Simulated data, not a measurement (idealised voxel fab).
process module | voxel local oxidation
cross-section cut | 215 nm wide | cells 5 nm
A cross-section is a grid of square cells, given in bands from the top down. A band is one or more rows of cells.
Each band's line starts with the height of the band's top and of its bottom, in nm. Then come its materials from left to right, each with its width in nm. One material with "throughout" fills the band from edge to edge. "air" is empty space.
Height 0 is the level under which the wafer as received is all one material. The lowest band goes on downwards, as in "0 down".
A width such as "30 to 40" changes by the same amount from each row of cells to the next, from the band's top row to its bottom row.
"no change" after a step means that no cell of the cross-section changed.
closed voids: empty space of 8 cells or more with no open way to the top, each as width x height at its distance from the left edge, in nm
after a step's settings: what the simulator itself notes on the step
overlay nm, on a step with a mask: how far to the right of its planned place the mask lay; to the left if negative
plan
1 op RECEIVE | material Si
2 op CONFORMAL_DEP | material SiO2 | thk nm 5
3 op CONFORMAL_DEP | material SiN | thk nm 10
4 op MASKED_ETCH | tone cover | mask id ACTIVE | width nm 90 | etch materials SiN | depth nm 10 | overlay nm 0
5 op SELECTIVE_ETCH | etch materials SiO2 | depth nm 5
6 op OXIDIZE | depth nm 10
7 op STRIP | etch materials SiN
as received, after step 1
  0 down: Si throughout
  closed voids: none
first wafer at the end, as planned
  5 to 0: air 65 | SiO2 80 | air 70
  0 to -10: SiO2 75 | Si 60 | SiO2 80
  -10 down: Si throughout
  closed voids: none
second wafer at the end: like start, like plan, one mistake
  5 to 0: air 70 | SiO2 75 | air 70
  0 to -10: SiO2 80 | Si 55 | SiO2 80
  -10 down: Si throughout
  closed voids: none
what went wrong: step 4 ran as: op MASKED_ETCH | tone cover | mask id ACTIVE | width nm 85 | etch materials SiN | depth nm 10 | overlay nm 0
at the end the second wafer has, in cells: 2 fewer of Si | 1 more of SiO2
